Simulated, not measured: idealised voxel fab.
The following is a process module called voxel self aligned vias.
The figure presents cross-section cut, which has a width of 175 nm and is divided into square cells with an edge length of 5 nm.
Cross-section, as written here: a square-cell grid given band by band from the top down, where a band holds one or more rows of cells. It is stipulated that each band's entry specify, in nanometres, the height of the top of the band and then that of its bottom, followed by the materials of the band in left-to-right sequence, each together with its width in nanometres. A single material marked by the word "throughout" is understood to fill the band from edge to edge; the word "blank" is understood to denote empty space. Heights are reckoned from 0. Under this level, the received wafer is all of one material. The bottommost band is open-ended downward, for example "0 nm and below". A width such as "30..40" changes by the same amount from each row of cells to the next, from the band's top row to its bottom row. Step marked "nothing different"? Then no cell in the cross-section changed in it. Look at "Fully enclosed voids" for the closed voids: empty spaces with no open path to the top, sized 8 cells or up. Each is width x height at distance, distance from the left edge, all nm. On each step's line, the part that comes after the settings is the simulator's own comment on the step. overlay nm: how far to the right of its planned place the mask lay on this masked step (negative: to the left).

### Listed below are the process steps as planned
1 RECEIVE: material Si
2 CONFORMAL_DEP: material SiO2, thk nm 10
3 CONFORMAL_DEP: material SiCN, thk nm 5
4 DIRECTIONAL_DEP: material SiO2, thk nm 25
5 MASKED_ETCH: tone open, mask id LINES, width nm 25, pitch nm 55, etch materials SiO2, depth nm 25, overlay nm 0
6 CONFORMAL_DEP: material TiN, thk nm 5
7 FILL_DEP: material W, thk nm 5
8 CMP: height nm 40
9 SELECTIVE_ETCH: etch materials W Ru TiN, depth nm 5
10 FILL_DEP: material SiN, thk nm 5
11 CMP: height nm 40
12 DIRECTIONAL_DEP: material SiO2, thk nm 15
13 DIRECTIONAL_DEP: material aC, thk nm 10
14 PATTERN: tone open, mask id VIAS, material resist, width nm 35, pitch nm 55, thk nm 25, overlay nm 0
15 DIRECTIONAL_ETCH: etch materials aC, depth nm 10
16 STRIP: etch materials resist
17 DIRECTIONAL_ETCH: etch materials SiO2, depth nm 15
18 DIRECTIONAL_ETCH: etch materials SiN, depth nm 5
19 STRIP: etch materials aC
20 CONFORMAL_DEP: material TiN, thk nm 5
21 FILL_DEP: material Ru, thk nm 5
22 CMP: height nm 55
23 CONFORMAL_DEP: material SiN, thk nm 5

### Wafer cross-section on receipt, i.e. after step 1
- 0 nm and below  Si throughout
- Fully enclosed voids: none

### Below is the wafer in cross-section after the module was completed. It began from the starting point shown above and followed the plan shown above, except that one mistake was made while running it
- 60 nm to 55 nm  SiN throughout
- 55 nm to 45 nm  50 SiO2; 5 TiN; 25 Ru; 5 TiN; 20 SiO2; 5 TiN; 25 Ru; 5 TiN; 35 SiO2
- 45 nm to 40 nm  50 SiO2; 5 TiN; 10 Ru; 20 TiN; 20 SiO2; 5 TiN; 10 Ru; 20 TiN; 35 SiO2
- 40 nm to 35 nm  45 SiO2; 5 SiN; 20 TiN; 30 SiO2; 5 SiN; 20 TiN; 50 SiO2
- 35 nm to 20 nm  45 SiO2; 5 TiN; 15 W; 5 TiN; 30 SiO2; 5 TiN; 15 W; 5 TiN; 50 SiO2
- 20 nm to 15 nm  45 SiO2; 25 TiN; 30 SiO2; 25 TiN; 50 SiO2
- 15 nm to 10 nm  SiCN throughout
- 10 nm to 0 nm  SiO2 throughout
- 0 nm and below  Si throughout
- Fully enclosed voids: none
Finding, execution versus plan: step 14 off recipe, ran as PATTERN: tone open, mask id VIAS, material resist, width nm 35, pitch nm 55, thk nm 25, overlay nm 10
